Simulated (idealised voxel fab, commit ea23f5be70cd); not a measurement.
process module | voxel plated lines
cross-section cut | 155 nm wide | cells 5 nm
A cross-section is a grid of square cells, given in bands from the top down. A band is one or more rows of cells.
Each band's line starts with the height of the band's top and of its bottom, in nm. Then come its materials from left to right, each with its width in nm. One material with "throughout" fills the band from edge to edge. "air" is empty space.
Height 0 is the level under which the wafer as received is all one material. The lowest band goes on downwards, as in "0 down".
A width such as "30 to 40" changes by the same amount from each row of cells to the next, from the band's top row to its bottom row.
"no change" after a step means that no cell of the cross-section changed.
closed voids: empty space of 8 cells or more with no open way to the top, each as width x height at its distance from the left edge, in nm
after a step's settings: what the simulator itself notes on the step
overlay nm, on a step with a mask: how far to the right of its planned place the mask lay; to the left if negative
Each pair below shows a cross-section before one step and the cross-section after it, down to the lowest band that changed. The line under each pair gives the step between them, with its settings. The pairs can come from different runs of this module on the same starting wafer, so a pair continues from the pair above only where its "before" says so.
before
  0 down: Si throughout
  closed voids: none
after
  15 to 0: SiO2 throughout
  below 0: unchanged
  closed voids: none
the step between: op CONFORMAL_DEP | material SiO2 | thk nm 15
before: the cross-section after the pair above
after
  20 to 15: TiN throughout
  below 15: unchanged
  closed voids: none
the step between: op DIRECTIONAL_DEP | material TiN | thk nm 5
before: the cross-section after the pair above
after
  55 to 20: resist 40 | air 25 | resist 20 | air 25 | resist 45
  below 20: unchanged
  closed voids: none
the step between: op PATTERN | tone open | mask id LINES | material resist | width nm 25 | pitch nm 45 | thk nm 35 | overlay nm 0
before: the cross-section after the pair above
after
  55 to 30: resist 40 | air 25 | resist 20 | air 25 | resist 45
  30 to 20: resist 40 | Ru 25 | resist 20 | Ru 25 | resist 45
  below 20: unchanged
  closed voids: none
the step between: op EPI | material Ru | thk nm 10
before: the cross-section after the pair above
after
  55 to 35: resist 40 | air 25 | resist 20 | air 25 | resist 45
  35 to 20: resist 40 | Ru 25 | resist 20 | Ru 25 | resist 45
  below 20: unchanged
  closed voids: none
the step between: op EPI | material Ru | thk nm 5
before: the cross-section after the pair above
after
  55 to 45: resist 40 | air 25 | resist 20 | air 25 | resist 45
  45 to 20: resist 40 | Ru 25 | resist 20 | Ru 25 | resist 45
  below 20: unchanged
  closed voids: none
the step between: op EPI | material Ru | thk nm 10
before: the cross-section after the pair above
after
  45 to 20: air 40 | Ru 25 | air 20 | Ru 25 | air 45
  below 20: unchanged
  closed voids: none
the step between: op STRIP | etch materials resist
before: the cross-section after the pair above
after
  45 to 20: air 40 | Ru 25 | air 20 | Ru 25 | air 45
  20 to 15: air 40 | TiN 25 | air 20 | TiN 25 | air 45
  below 15: unchanged
  closed voids: none
the step between: op DIRECTIONAL_ETCH | etch materials TiN | depth nm 5
before: the cross-section after the pair above
after
  50 to 45: air 35 | SiCN 35 | air 10 | SiCN 35 | air 40
  45 to 20: air 35 | SiCN 5 | Ru 25 | SiCN 5 | air 10 | SiCN 5 | Ru 25 | SiCN 5 | air 40
  20 to 15: SiCN 40 | TiN 25 | SiCN 20 | TiN 25 | SiCN 45
  below 15: unchanged
  closed voids: none
the step between: op CONFORMAL_DEP | material SiCN | thk nm 5
before
  20 to 15: TiN throughout
  15 to 0: SiO2 throughout
  0 down: Si throughout
  closed voids: none
after
  30 to 20: Ru throughout
  below 20: unchanged
  closed voids: none
the step between: op EPI | material Ru | thk nm 10
before: the cross-section after the pair above
after
  35 to 20: Ru throughout
  below 20: unchanged
  closed voids: none
the step between: op EPI | material Ru | thk nm 5
before: the cross-section after the pair above
after
  45 to 20: Ru throughout
  below 20: unchanged
  closed voids: none
the step between: op EPI | material Ru | thk nm 10
before: the cross-section after the pair above
after
  50 to 45: SiCN throughout
  below 45: unchanged
  closed voids: none
the step between: op CONFORMAL_DEP | material SiCN | thk nm 5
before
  15 to 0: SiO2 throughout
  0 down: Si throughout
  closed voids: none
after
  30 to 0: SiO2 throughout
  below 0: unchanged
  closed voids: none
the step between: op CONFORMAL_DEP | material SiO2 | thk nm 15
before: the cross-section after the pair above
after
  35 to 30: TiN throughout
  below 30: unchanged
  closed voids: none
the step between: op DIRECTIONAL_DEP | material TiN | thk nm 5
before: the cross-section after the pair above
after
  70 to 35: resist 40 | air 25 | resist 20 | air 25 | resist 45
  below 35: unchanged
  closed voids: none
the step between: op PATTERN | tone open | mask id LINES | material resist | width nm 25 | pitch nm 45 | thk nm 35 | overlay nm 0
before: the cross-section after the pair above
after
  70 to 45: resist 40 | air 25 | resist 20 | air 25 | resist 45
  45 to 35: resist 40 | Ru 25 | resist 20 | Ru 25 | resist 45
  below 35: unchanged
  closed voids: none
the step between: op EPI | material Ru | thk nm 10
before: the cross-section after the pair above
after
  70 to 50: resist 40 | air 25 | resist 20 | air 25 | resist 45
  50 to 35: resist 40 | Ru 25 | resist 20 | Ru 25 | resist 45
  below 35: unchanged
  closed voids: none
the step between: op EPI | material Ru | thk nm 5
before: the cross-section after the pair above
after
  70 to 60: resist 40 | air 25 | resist 20 | air 25 | resist 45
  60 to 35: resist 40 | Ru 25 | resist 20 | Ru 25 | resist 45
  below 35: unchanged
  closed voids: none
the step between: op EPI | material Ru | thk nm 10
before: the cross-section after the pair above
after
  60 to 35: air 40 | Ru 25 | air 20 | Ru 25 | air 45
  below 35: unchanged
  closed voids: none
the step between: op STRIP | etch materials resist
before: the cross-section after the pair above
after
  60 to 35: air 40 | Ru 25 | air 20 | Ru 25 | air 45
  35 to 30: air 40 | TiN 25 | air 20 | TiN 25 | air 45
  below 30: unchanged
  closed voids: none
the step between: op DIRECTIONAL_ETCH | etch materials TiN | depth nm 5
before: the cross-section after the pair above
after
  65 to 60: air 35 | SiCN 35 | air 10 | SiCN 35 | air 40
  60 to 35: air 35 | SiCN 5 | Ru 25 | SiCN 5 | air 10 | SiCN 5 | Ru 25 | SiCN 5 | air 40
  35 to 30: SiCN 40 | TiN 25 | SiCN 20 | TiN 25 | SiCN 45
  below 30: unchanged
  closed voids: none
the step between: op CONFORMAL_DEP | material SiCN | thk nm 5
before
  0 down: Si throughout
  closed voids: none
after
  5 to 0: TiN throughout
  below 0: unchanged
  closed voids: none
the step between: op DIRECTIONAL_DEP | material TiN | thk nm 5
before: the cross-section after the pair above
after
  20 to 5: SiO2 throughout
  below 5: unchanged
  closed voids: none
the step between: op CONFORMAL_DEP | material SiO2 | thk nm 15
before: the cross-section after the pair above
after
  55 to 20: resist 40 | air 25 | resist 20 | air 25 | resist 45
  below 20: unchanged
  closed voids: none
the step between: op PATTERN | tone open | mask id LINES | material resist | width nm 25 | pitch nm 45 | thk nm 35 | overlay nm 0
before: the cross-section after the pair above
after
  20 to 5: SiO2 throughout
  below 5: unchanged
  closed voids: none
the step between: op STRIP | etch materials resist
before: the cross-section after the pair above
after
  25 to 20: SiCN throughout
  below 20: unchanged
  closed voids: none
the step between: op CONFORMAL_DEP | material SiCN | thk nm 5
before
  0 down: Si throughout
  closed voids: none
after
  5 to 0: SiO2 throughout
  below 0: unchanged
  closed voids: none
the step between: op CONFORMAL_DEP | material SiO2 | thk nm 5
before: the cross-section after the pair above
after
  10 to 5: TiN throughout
  below 5: unchanged
  closed voids: none
the step between: op DIRECTIONAL_DEP | material TiN | thk nm 5
before: the cross-section after the pair above
after
  45 to 10: resist 40 | air 25 | resist 20 | air 25 | resist 45
  below 10: unchanged
  closed voids: none
the step between: op PATTERN | tone open | mask id LINES | material resist | width nm 25 | pitch nm 45 | thk nm 35 | overlay nm 0
before: the cross-section after the pair above
after
  45 to 20: resist 40 | air 25 | resist 20 | air 25 | resist 45
  20 to 10: resist 40 | Ru 25 | resist 20 | Ru 25 | resist 45
  below 10: unchanged
  closed voids: none
the step between: op EPI | material Ru | thk nm 10
before: the cross-section after the pair above
after
  45 to 25: resist 40 | air 25 | resist 20 | air 25 | resist 45
  25 to 10: resist 40 | Ru 25 | resist 20 | Ru 25 | resist 45
  below 10: unchanged
  closed voids: none
the step between: op EPI | material Ru | thk nm 5
before: the cross-section after the pair above
after
  45 to 35: resist 40 | air 25 | resist 20 | air 25 | resist 45
  35 to 10: resist 40 | Ru 25 | resist 20 | Ru 25 | resist 45
  below 10: unchanged
  closed voids: none
the step between: op EPI | material Ru | thk nm 10
before: the cross-section after the pair above
after
  35 to 10: air 40 | Ru 25 | air 20 | Ru 25 | air 45
  below 10: unchanged
  closed voids: none
the step between: op STRIP | etch materials resist
before: the cross-section after the pair above
after
  35 to 10: air 40 | Ru 25 | air 20 | Ru 25 | air 45
  10 to 5: air 40 | TiN 25 | air 20 | TiN 25 | air 45
  below 5: unchanged
  closed voids: none
the step between: op DIRECTIONAL_ETCH | etch materials TiN | depth nm 5
before: the cross-section after the pair above
after
  40 to 35: air 35 | SiCN 35 | air 10 | SiCN 35 | air 40
  35 to 10: air 35 | SiCN 5 | Ru 25 | SiCN 5 | air 10 | SiCN 5 | Ru 25 | SiCN 5 | air 40
  10 to 5: SiCN 40 | TiN 25 | SiCN 20 | TiN 25 | SiCN 45
  below 5: unchanged
  closed voids: none
the step between: op CONFORMAL_DEP | material SiCN | thk nm 5
before
  20 to 15: TiN throughout
  15 to 0: SiO2 throughout
  0 down: Si throughout
  closed voids: none
after
  55 to 20: resist 45 | air 15 | resist 30 | air 15 | resist 50
  below 20: unchanged
  closed voids: none
the step between: op PATTERN | tone open | mask id LINES | material resist | width nm 15 | pitch nm 45 | thk nm 35 | overlay nm 0
before: the cross-section after the pair above
after
  55 to 30: resist 45 | air 15 | resist 30 | air 15 | resist 50
  30 to 20: resist 45 | Ru 15 | resist 30 | Ru 15 | resist 50
  below 20: unchanged
  closed voids: none
the step between: op EPI | material Ru | thk nm 10
before: the cross-section after the pair above
after
  55 to 35: resist 45 | air 15 | resist 30 | air 15 | resist 50
  35 to 20: resist 45 | Ru 15 | resist 30 | Ru 15 | resist 50
  below 20: unchanged
  closed voids: none
the step between: op EPI | material Ru | thk nm 5
before: the cross-section after the pair above
after
  55 to 45: resist 45 | air 15 | resist 30 | air 15 | resist 50
  45 to 20: resist 45 | Ru 15 | resist 30 | Ru 15 | resist 50
  below 20: unchanged
  closed voids: none
the step between: op EPI | material Ru | thk nm 10
before: the cross-section after the pair above
after
  45 to 20: air 45 | Ru 15 | air 30 | Ru 15 | air 50
  below 20: unchanged
  closed voids: none
the step between: op STRIP | etch materials resist
before: the cross-section after the pair above
after
  45 to 20: air 45 | Ru 15 | air 30 | Ru 15 | air 50
  20 to 15: air 45 | TiN 15 | air 30 | TiN 15 | air 50
  below 15: unchanged
  closed voids: none
the step between: op DIRECTIONAL_ETCH | etch materials TiN | depth nm 5
before: the cross-section after the pair above
after
  50 to 45: air 40 | SiCN 25 | air 20 | SiCN 25 | air 45
  45 to 20: air 40 | SiCN 5 | Ru 15 | SiCN 5 | air 20 | SiCN 5 | Ru 15 | SiCN 5 | air 45
  20 to 15: SiCN 45 | TiN 15 | SiCN 30 | TiN 15 | SiCN 50
  below 15: unchanged
  closed voids: none
the step between: op CONFORMAL_DEP | material SiCN | thk nm 5
before
  20 to 15: TiN throughout
  15 to 0: SiO2 throughout
  0 down: Si throughout
  closed voids: none
after
  55 to 20: resist 30 | air 25 | resist 20 | air 25 | resist 55
  below 20: unchanged
  closed voids: none
the step between: op PATTERN | tone open | mask id LINES | material resist | width nm 25 | pitch nm 45 | thk nm 35 | overlay nm -10
before: the cross-section after the pair above
after
  55 to 30: resist 30 | air 25 | resist 20 | air 25 | resist 55
  30 to 20: resist 30 | Ru 25 | resist 20 | Ru 25 | resist 55
  below 20: unchanged
  closed voids: none
the step between: op EPI | material Ru | thk nm 10
before: the cross-section after the pair above
after
  55 to 35: resist 30 | air 25 | resist 20 | air 25 | resist 55
  35 to 20: resist 30 | Ru 25 | resist 20 | Ru 25 | resist 55
  below 20: unchanged
  closed voids: none
the step between: op EPI | material Ru | thk nm 5
before: the cross-section after the pair above
after
  55 to 45: resist 30 | air 25 | resist 20 | air 25 | resist 55
  45 to 20: resist 30 | Ru 25 | resist 20 | Ru 25 | resist 55
  below 20: unchanged
  closed voids: none
the step between: op EPI | material Ru | thk nm 10
before: the cross-section after the pair above
after
  45 to 20: air 30 | Ru 25 | air 20 | Ru 25 | air 55
  below 20: unchanged
  closed voids: none
the step between: op STRIP | etch materials resist
before: the cross-section after the pair above
after
  45 to 20: air 30 | Ru 25 | air 20 | Ru 25 | air 55
  20 to 15: air 30 | TiN 25 | air 20 | TiN 25 | air 55
  below 15: unchanged
  closed voids: none
the step between: op DIRECTIONAL_ETCH | etch materials TiN | depth nm 5
before: the cross-section after the pair above
after
  50 to 45: air 25 | SiCN 35 | air 10 | SiCN 35 | air 50
  45 to 20: air 25 | SiCN 5 | Ru 25 | SiCN 5 | air 10 | SiCN 5 | Ru 25 | SiCN 5 | air 50
  20 to 15: SiCN 30 | TiN 25 | SiCN 20 | TiN 25 | SiCN 55
  below 15: unchanged
  closed voids: none
the step between: op CONFORMAL_DEP | material SiCN | thk nm 5
before
  0 down: Si throughout
  closed voids: none
after
  15 to 0: TiN throughout
  below 0: unchanged
  closed voids: none
the step between: op CONFORMAL_DEP | material TiN | thk nm 15
before: the cross-section after the pair above
after
  20 to 0: TiN throughout
  below 0: unchanged
  closed voids: none
the step between: op DIRECTIONAL_DEP | material TiN | thk nm 5
before: the cross-section after the pair above
after
  55 to 20: resist 40 | air 25 | resist 20 | air 25 | resist 45
  below 20: unchanged
  closed voids: none
the step between: op PATTERN | tone open | mask id LINES | material resist | width nm 25 | pitch nm 45 | thk nm 35 | overlay nm 0
before: the cross-section after the pair above
after
  55 to 30: resist 40 | air 25 | resist 20 | air 25 | resist 45
  30 to 20: resist 40 | Ru 25 | resist 20 | Ru 25 | resist 45
  below 20: unchanged
  closed voids: none
the step between: op EPI | material Ru | thk nm 10
before: the cross-section after the pair above
after
  55 to 35: resist 40 | air 25 | resist 20 | air 25 | resist 45
  35 to 20: resist 40 | Ru 25 | resist 20 | Ru 25 | resist 45
  below 20: unchanged
  closed voids: none
the step between: op EPI | material Ru | thk nm 5
before: the cross-section after the pair above
after
  55 to 45: resist 40 | air 25 | resist 20 | air 25 | resist 45
  45 to 20: resist 40 | Ru 25 | resist 20 | Ru 25 | resist 45
  below 20: unchanged
  closed voids: none
the step between: op EPI | material Ru | thk nm 10
before: the cross-section after the pair above
after
  45 to 20: air 40 | Ru 25 | air 20 | Ru 25 | air 45
  below 20: unchanged
  closed voids: none
the step between: op STRIP | etch materials resist
before: the cross-section after the pair above
after
  45 to 20: air 40 | Ru 25 | air 20 | Ru 25 | air 45
  20 to 15: air 40 | TiN 25 | air 20 | TiN 25 | air 45
  below 15: unchanged
  closed voids: none
the step between: op DIRECTIONAL_ETCH | etch materials TiN | depth nm 5
before: the cross-section after the pair above
after
  50 to 45: air 35 | SiCN 35 | air 10 | SiCN 35 | air 40
  45 to 20: air 35 | SiCN 5 | Ru 25 | SiCN 5 | air 10 | SiCN 5 | Ru 25 | SiCN 5 | air 40
  20 to 15: SiCN 40 | TiN 25 | SiCN 20 | TiN 25 | SiCN 45
  below 15: unchanged
  closed voids: none
the step between: op CONFORMAL_DEP | material SiCN | thk nm 5
before
  20 to 15: TiN throughout
  15 to 0: SiO2 throughout
  0 down: Si throughout
  closed voids: none
after
  55 to 20: air 40 | resist 25 | air 20 | resist 25 | air 45
  below 20: unchanged
  closed voids: none
the step between: op PATTERN | tone cover | mask id LINES | material resist | width nm 25 | pitch nm 45 | thk nm 35 | overlay nm 0
before: the cross-section after the pair above
after
  55 to 30: air 40 | resist 25 | air 20 | resist 25 | air 45
  30 to 20: Ru 40 | resist 25 | Ru 20 | resist 25 | Ru 45
  below 20: unchanged
  closed voids: none
the step between: op EPI | material Ru | thk nm 10
before: the cross-section after the pair above
after
  55 to 35: air 40 | resist 25 | air 20 | resist 25 | air 45
  35 to 20: Ru 40 | resist 25 | Ru 20 | resist 25 | Ru 45
  below 20: unchanged
  closed voids: none
the step between: op EPI | material Ru | thk nm 5
before: the cross-section after the pair above
after
  55 to 45: air 40 | resist 25 | air 20 | resist 25 | air 45
  45 to 20: Ru 40 | resist 25 | Ru 20 | resist 25 | Ru 45
  below 20: unchanged
  closed voids: none
the step between: op EPI | material Ru | thk nm 10
before: the cross-section after the pair above
after
  45 to 20: Ru 40 | air 25 | Ru 20 | air 25 | Ru 45
  below 20: unchanged
  closed voids: none
the step between: op STRIP | etch materials resist
before: the cross-section after the pair above
after
  45 to 20: Ru 40 | air 25 | Ru 20 | air 25 | Ru 45
  20 to 15: TiN 40 | air 25 | TiN 20 | air 25 | TiN 45
  below 15: unchanged
  closed voids: none
the step between: op DIRECTIONAL_ETCH | etch materials TiN | depth nm 5
before: the cross-section after the pair above
after
  50 to 45: SiCN 45 | air 15 | SiCN 30 | air 15 | SiCN 50
  45 to 20: Ru 40 | SiCN 5 | air 15 | SiCN 5 | Ru 20 | SiCN 5 | air 15 | SiCN 5 | Ru 45
  20 to 15: TiN 40 | SiCN 25 | TiN 20 | SiCN 25 | TiN 45
  below 15: unchanged
  closed voids: none
the step between: op CONFORMAL_DEP | material SiCN | thk nm 5
